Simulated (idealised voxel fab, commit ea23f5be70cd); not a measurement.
A process module follows: voxel self aligned contacts.
The figure presents cross-section cut, which has a width of 210 nm and is divided into square cells with an edge length of 5 nm.
Bands, listed from the top down, are how a cross-section gets written in this document; the cross-section itself is a grid of square cells, and a band is one or more rows of them. Within each band entry, the heights of the top and of the bottom of the band appear first, in that order and in nm; the materials of the band then follow from left to right, each with its corresponding width in nm. The designation "edge to edge" on a single material indicates that it fills the band from edge to edge; the designation "air" indicates empty space. Basically, 0 is our baseline, since under it the wafer straight out of the box is all one material. The bottom band has no lower end and keeps on going down, so it looks like "0 -> down". The expression "30->40" gives the width at the extremes of the band, the first number at its top row of cells and the second at its bottom row, with the width changing by equal amounts from each row to the next in between. Take "remained the same" at face value: in the step it is given for, the cross-section changed in none of its cells. Listed in "Closed cavity list": every empty space of 8 or more cells without an open way to the top. Form: width x height at distance, the distance being from the left edge, all in nm. Text after the settings on a step's line: the simulator's own remark on that step. Among the settings permitted on a step's line is "overlay nm"; applied to a step with a mask, it specifies the extent to which the mask lay to the right of its planned position, whereas a negative figure signifies a position to the left.

[Process steps foreseen in the plan]
1. op RECEIVE | material Si
2. op CONFORMAL_DEP | material SiO2 | thk nm 5
3. op DIRECTIONAL_DEP | material polySi | thk nm 20
4. op DIRECTIONAL_DEP | material SiN | thk nm 15
5. op DIRECTIONAL_DEP | material aC | thk nm 10
6. op PATTERN | tone cover | mask id GATE | material resist | width nm 35 | pitch nm 60 | thk nm 25 | overlay nm 0
7. op DIRECTIONAL_ETCH | etch materials aC | depth nm 10
8. op STRIP | etch materials resist
9. op DIRECTIONAL_ETCH | etch materials SiN | depth nm 15
10. op DIRECTIONAL_ETCH | etch materials polySi | depth nm 20
11. op STRIP | etch materials aC
12. op CONFORMAL_DEP | material SiN | thk nm 5
13. op DIRECTIONAL_ETCH | etch materials SiN | depth nm 5
14. op FILL_DEP | material SiO2 | thk nm 10
15. op CMP | height nm 45
16. op PATTERN | tone open | mask id CONTACT | material resist | width nm 35 | thk nm 15 | overlay nm 0
17. op DIRECTIONAL_ETCH | etch materials SiO2 | depth nm 45
18. op STRIP | etch materials resist
19. op CONFORMAL_DEP | material TiN | thk nm 5
20. op FILL_DEP | material W | thk nm 10
21. op CMP | height nm 45
22. op CONFORMAL_DEP | material SiCN | thk nm 5

[As-received wafer cross-section (after step 1)]
0 -> down  Si edge to edge
Closed cavity list: none

[Cross-sectional image of the first of two wafers at the end of the module, the run having proceeded as planned]
50 -> 45  SiCN edge to edge
45 -> 40  SiO2: 85, TiN: 15, W: 5, TiN: 15, SiO2: 90
40 -> 25  SiO2: 50, SiN: 45, TiN: 5, W: 5, TiN: 5, SiN: 45, SiO2: 55
25 -> 5  SiO2: 50, SiN: 5, polySi: 35, SiN: 5, TiN: 5, W: 5, TiN: 5, SiN: 5, polySi: 35, SiN: 5, SiO2: 55
5 -> 0  SiO2: 95, TiN: 15, SiO2: 100
0 -> down  Si edge to edge
Closed cavity list: none

[Wafer two cross-section, module end. Start and plan unchanged from wafer one; one mistake made during the run]
50 -> 45  SiCN edge to edge
45 -> 40  SiO2: 85, TiN: 35, SiO2: 90
40 -> 25  SiN: 60, SiO2: 25, SiN: 35, SiO2: 25, SiN: 65
25 -> 5  polySi: 55, SiN: 5, SiO2: 25, SiN: 5, polySi: 25, SiN: 5, SiO2: 25, SiN: 5, polySi: 60
5 -> 0  SiO2 edge to edge
0 -> down  Si edge to edge
Closed cavity list: none
In executing the process, a mistake was made relative to the plan: step 6 was not run as planned; what actually ran was op PATTERN | tone open | mask id GATE | material resist | width nm 35 | pitch nm 60 | thk nm 25 | overlay nm 0
Heads up, by the end the second wafer has more or fewer cells of some materials compared to the first: SiN +42, SiO2 -74, TiN -16, W -8, polySi +56
